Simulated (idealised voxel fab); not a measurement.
process module | voxel self aligned contacts
cross-section cut | 200 nm wide | cells 5 nm
A cross-section is a grid of square cells, given in bands from the top down. A band is one or more rows of cells.
Each band's line starts with the height of the band's top and of its bottom, in nm. Then come its materials from left to right, each with its width in nm. One material with "throughout" fills the band from edge to edge. "air" is empty space.
Height 0 is the level under which the wafer as received is all one material. The lowest band goes on downwards, as in "0 down".
A width such as "30 to 40" changes by the same amount from each row of cells to the next, from the band's top row to its bottom row.
"no change" after a step means that no cell of the cross-section changed.
closed voids: empty space of 8 cells or more with no open way to the top, each as width x height at its distance from the left edge, in nm
after a step's settings: what the simulator itself notes on the step
overlay nm, on a step with a mask: how far to the right of its planned place the mask lay; to the left if negative
plan
1 op RECEIVE | material Si
2 op CONFORMAL_DEP | material SiO2 | thk nm 5
3 op DIRECTIONAL_DEP | material polySi | thk nm 25
4 op DIRECTIONAL_DEP | material SiN | thk nm 20
5 op DIRECTIONAL_DEP | material aC | thk nm 15
6 op PATTERN | tone cover | mask id GATE | material resist | width nm 35 | pitch nm 70 | thk nm 35 | overlay nm 0
7 op DIRECTIONAL_ETCH | etch materials aC | depth nm 15
8 op STRIP | etch materials resist
9 op DIRECTIONAL_ETCH | etch materials SiN | depth nm 20
10 op DIRECTIONAL_ETCH | etch materials polySi | depth nm 25
11 op STRIP | etch materials aC
12 op CONFORMAL_DEP | material SiN | thk nm 10
13 op DIRECTIONAL_ETCH | etch materials SiN | depth nm 10
14 op FILL_DEP | material SiO2 | thk nm 10
15 op CMP | height nm 55
16 op PATTERN | tone open | mask id CONTACT | material resist | width nm 55 | thk nm 15 | overlay nm 0
17 op DIRECTIONAL_ETCH | etch materials SiO2 | depth nm 55
18 op STRIP | etch materials resist
19 op CONFORMAL_DEP | material TiN | thk nm 5
20 op FILL_DEP | material W | thk nm 5
21 op CMP | height nm 55
22 op CONFORMAL_DEP | material SiN | thk nm 5
first wafer, as planned
as received, after step 1
  0 down: Si throughout
  closed voids: none
after step 2
  5 to 0: SiO2 throughout
  below 0: unchanged
after step 3
  30 to 5: polySi throughout
  below 5: unchanged
after step 4
  50 to 30: SiN throughout
  below 30: unchanged
after step 5
  65 to 50: aC throughout
  below 50: unchanged
after step 6
  100 to 65: air 45 | resist 35 | air 35 | resist 35 | air 50
  below 65: unchanged
after step 7
  85 to 65: air 45 | resist 35 | air 35 | resist 35 | air 50
  65 to 50: air 45 | aC 35 | air 35 | aC 35 | air 50
  below 50: unchanged
after step 8
  65 to 50: air 45 | aC 35 | air 35 | aC 35 | air 50
  below 50: unchanged
after step 9
  65 to 50: air 45 | aC 35 | air 35 | aC 35 | air 50
  50 to 30: air 45 | SiN 35 | air 35 | SiN 35 | air 50
  below 30: unchanged
after step 10
  65 to 50: air 45 | aC 35 | air 35 | aC 35 | air 50
  50 to 30: air 45 | SiN 35 | air 35 | SiN 35 | air 50
  30 to 5: air 45 | polySi 35 | air 35 | polySi 35 | air 50
  below 5: unchanged
after step 11
  50 to 30: air 45 | SiN 35 | air 35 | SiN 35 | air 50
  below 30: unchanged
after step 12
  60 to 30: air 35 | SiN 55 | air 15 | SiN 55 | air 40
  30 to 15: air 35 | SiN 10 | polySi 35 | SiN 10 | air 15 | SiN 10 | polySi 35 | SiN 10 | air 40
  15 to 5: SiN 45 | polySi 35 | SiN 35 | polySi 35 | SiN 50
  below 5: unchanged
after step 13
  50 to 30: air 35 | SiN 55 | air 15 | SiN 55 | air 40
  30 to 5: air 35 | SiN 10 | polySi 35 | SiN 10 | air 15 | SiN 10 | polySi 35 | SiN 10 | air 40
  below 5: unchanged
after step 14
  60 to 50: SiO2 throughout
  50 to 30: SiO2 35 | SiN 55 | SiO2 15 | SiN 55 | SiO2 40
  30 to 5: SiO2 35 | SiN 10 | polySi 35 | SiN 10 | SiO2 15 | SiN 10 | polySi 35 | SiN 10 | SiO2 40
  below 5: unchanged
after step 15
  55 to 50: SiO2 throughout
  below 50: unchanged
after step 16
  70 to 55: resist 70 | air 55 | resist 75
  below 55: unchanged
after step 17
  70 to 55: resist 70 | air 55 | resist 75
  55 to 50: SiO2 70 | air 55 | SiO2 75
  50 to 30: SiO2 35 | SiN 55 | air 15 | SiN 55 | SiO2 40
  30 to 5: SiO2 35 | SiN 10 | polySi 35 | SiN 10 | air 15 | SiN 10 | polySi 35 | SiN 10 | SiO2 40
  5 to 0: SiO2 90 | air 15 | SiO2 95
  below 0: unchanged
after step 18
  55 to 50: SiO2 70 | air 55 | SiO2 75
  below 50: unchanged
after step 19
  60 to 55: TiN 75 | air 45 | TiN 80
  55 to 50: SiO2 70 | TiN 25 | air 5 | TiN 25 | SiO2 75
  50 to 30: SiO2 35 | SiN 55 | TiN 5 | air 5 | TiN 5 | SiN 55 | SiO2 40
  30 to 5: SiO2 35 | SiN 10 | polySi 35 | SiN 10 | TiN 5 | air 5 | TiN 5 | SiN 10 | polySi 35 | SiN 10 | SiO2 40
  5 to 0: SiO2 90 | TiN 15 | SiO2 95
  below 0: unchanged
after step 20
  65 to 60: W throughout
  60 to 55: TiN 75 | W 45 | TiN 80
  55 to 50: SiO2 70 | TiN 25 | W 5 | TiN 25 | SiO2 75
  50 to 30: SiO2 35 | SiN 55 | TiN 5 | W 5 | TiN 5 | SiN 55 | SiO2 40
  30 to 5: SiO2 35 | SiN 10 | polySi 35 | SiN 10 | TiN 5 | W 5 | TiN 5 | SiN 10 | polySi 35 | SiN 10 | SiO2 40
  below 5: unchanged
after step 21
  55 to 50: SiO2 70 | TiN 25 | W 5 | TiN 25 | SiO2 75
  below 50: unchanged
after step 22
  60 to 55: SiN throughout
  below 55: unchanged
second wafer: like start, like plan, one mistake. Through step 1 it matches the first wafer
when step 2 should have ended: no change
when step 3 should have ended
  25 to 0: polySi throughout
  below 0: unchanged
when step 4 should have ended
  45 to 25: SiN throughout
  below 25: unchanged
when step 5 should have ended
  60 to 45: aC throughout
  below 45: unchanged
when step 6 should have ended
  95 to 60: air 45 | resist 35 | air 35 | resist 35 | air 50
  below 60: unchanged
when step 7 should have ended
  80 to 60: air 45 | resist 35 | air 35 | resist 35 | air 50
  60 to 45: air 45 | aC 35 | air 35 | aC 35 | air 50
  below 45: unchanged
when step 8 should have ended
  60 to 45: air 45 | aC 35 | air 35 | aC 35 | air 50
  below 45: unchanged
when step 9 should have ended
  60 to 45: air 45 | aC 35 | air 35 | aC 35 | air 50
  45 to 25: air 45 | SiN 35 | air 35 | SiN 35 | air 50
  below 25: unchanged
when step 10 should have ended
  60 to 45: air 45 | aC 35 | air 35 | aC 35 | air 50
  45 to 25: air 45 | SiN 35 | air 35 | SiN 35 | air 50
  25 to 0: air 45 | polySi 35 | air 35 | polySi 35 | air 50
  below 0: unchanged
when step 11 should have ended
  45 to 25: air 45 | SiN 35 | air 35 | SiN 35 | air 50
  below 25: unchanged
when step 12 should have ended
  55 to 25: air 35 | SiN 55 | air 15 | SiN 55 | air 40
  25 to 10: air 35 | SiN 10 | polySi 35 | SiN 10 | air 15 | SiN 10 | polySi 35 | SiN 10 | air 40
  10 to 0: SiN 45 | polySi 35 | SiN 35 | polySi 35 | SiN 50
  below 0: unchanged
when step 13 should have ended
  45 to 25: air 35 | SiN 55 | air 15 | SiN 55 | air 40
  25 to 0: air 35 | SiN 10 | polySi 35 | SiN 10 | air 15 | SiN 10 | polySi 35 | SiN 10 | air 40
  below 0: unchanged
when step 14 should have ended
  55 to 45: SiO2 throughout
  45 to 25: SiO2 35 | SiN 55 | SiO2 15 | SiN 55 | SiO2 40
  25 to 0: SiO2 35 | SiN 10 | polySi 35 | SiN 10 | SiO2 15 | SiN 10 | polySi 35 | SiN 10 | SiO2 40
  below 0: unchanged
when step 15 should have ended: no change
when step 16 should have ended
  70 to 55: resist 70 | air 55 | resist 75
  below 55: unchanged
when step 17 should have ended
  70 to 55: resist 70 | air 55 | resist 75
  55 to 45: SiO2 70 | air 55 | SiO2 75
  45 to 25: SiO2 35 | SiN 55 | air 15 | SiN 55 | SiO2 40
  25 to 0: SiO2 35 | SiN 10 | polySi 35 | SiN 10 | air 15 | SiN 10 | polySi 35 | SiN 10 | SiO2 40
  below 0: unchanged
when step 18 should have ended
  55 to 45: SiO2 70 | air 55 | SiO2 75
  below 45: unchanged
when step 19 should have ended
  60 to 55: TiN 75 | air 45 | TiN 80
  55 to 45: SiO2 70 | TiN 5 to 25 | air 45 to 5 | TiN 5 to 25 | SiO2 75
  45 to 25: SiO2 35 | SiN 55 | TiN 5 | air 5 | TiN 5 | SiN 55 | SiO2 40
  25 to 5: SiO2 35 | SiN 10 | polySi 35 | SiN 10 | TiN 5 | air 5 | TiN 5 | SiN 10 | polySi 35 | SiN 10 | SiO2 40
  5 to 0: SiO2 35 | SiN 10 | polySi 35 | SiN 10 | TiN 15 | SiN 10 | polySi 35 | SiN 10 | SiO2 40
  below 0: unchanged
when step 20 should have ended
  65 to 60: W throughout
  60 to 55: TiN 75 | W 45 | TiN 80
  55 to 45: SiO2 70 | TiN 5 to 25 | W 45 to 5 | TiN 5 to 25 | SiO2 75
  45 to 25: SiO2 35 | SiN 55 | TiN 5 | W 5 | TiN 5 | SiN 55 | SiO2 40
  25 to 5: SiO2 35 | SiN 10 | polySi 35 | SiN 10 | TiN 5 | W 5 | TiN 5 | SiN 10 | polySi 35 | SiN 10 | SiO2 40
  below 5: unchanged
when step 21 should have ended
  55 to 45: SiO2 70 | TiN 5 to 25 | W 45 to 5 | TiN 5 to 25 | SiO2 75
  below 45: unchanged
when step 22 should have ended
  60 to 55: SiN throughout
  below 55: unchanged
what went wrong: step 2 was left out
at the end the second wafer has, in cells: 8 fewer of SiO2 | 8 more of W
